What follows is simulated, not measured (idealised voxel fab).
This section sets out a process module, namely voxel ribs on slabs.
The cross-section shown here is cut; it is 230 nm wide and divided into square cells measuring 5 nm on a side.
Reading order for cross-sections: top band down to bottom band. Underlying form: a grid of square cells. Band size: one or more rows of cells. The band entry comprises the height of the band's top followed by the height of its bottom, expressed in nm, and subsequently the band's materials from left to right, each stated together with its width in nm. Where a single material is marked with the word "everywhere", that material fills the band from edge to edge. The word "air" represents empty space. Where do heights start? At 0: under that level the wafer as delivered is made of one material only. And the lowest band has no floor; it just carries on downward, as in "from 0 down". It should be noted that a width expressed as "30..40" varies in equal increments from row to row of cells within the band, taking the value of the first number at the top row and that of the second number at the bottom row. What does "remained the same" mean for a step? It means no cell of the cross-section changed in that step. This entry, "Closed voids list", enumerates those empty regions of no fewer than 8 cells that possess no open connection to the top. Each region is reported in the form width x height at distance, the distance being taken from the left edge, with all three quantities expressed in nm. Heads up: the bit after the settings on a step's line is the simulator's remark on that step. For masked steps, "overlay nm" on the step line gives how far right of plan the mask actually lay; a minus sign means it lay to the left.

**Process steps - plan**
| 1 | RECEIVE: material Si |
| 2 | DIRECTIONAL_DEP: material SiO2, thk nm 20 |
| 3 | DIRECTIONAL_DEP: material polySi, thk nm 20 |
| 4 | DIRECTIONAL_DEP: material aC, thk nm 10 |
| 5 | PATTERN: tone cover, mask id RIB, material resist, width nm 25, thk nm 30, overlay nm 0 |
| 6 | DIRECTIONAL_ETCH: etch materials aC, depth nm 10 |
| 7 | STRIP: etch materials resist |
| 8 | DIRECTIONAL_ETCH: etch materials polySi, depth nm 5 |
| 9 | STRIP: etch materials aC |
| 10 | MASKED_ETCH: tone cover, mask id SLAB, width nm 65, etch materials polySi, depth nm 15, overlay nm 0 |
| 11 | FILL_DEP: material SiO2, thk nm 20 |
| 12 | CMP: height nm 55 |
| 13 | DIRECTIONAL_DEP: material W, thk nm 5 |
| 14 | PATTERN: tone cover, mask id HEATER, material resist, width nm 35, thk nm 20, overlay nm 0 |
| 15 | DIRECTIONAL_ETCH: etch materials W, depth nm 5 |
| 16 | STRIP: etch materials resist |
| 17 | CONFORMAL_DEP: material SiO2, thk nm 5 |

**As-received state of the wafer in cross-section, equivalent to post-step 1**
from 0 down | Si everywhere
Closed voids list: none

**Final cross-section, module run with one mistake (start and plan as above)**
from 65 to 60 | 90 of air, 45 of SiO2, 95 of air
from 60 to 55 | 95 of SiO2, 35 of W, 100 of SiO2
from 55 to 20 | SiO2 everywhere
from 20 to 0 | polySi everywhere
from 0 down | Si everywhere
Closed voids list: none
what went wrong: plan vs actual: 2 and 3 interchanged
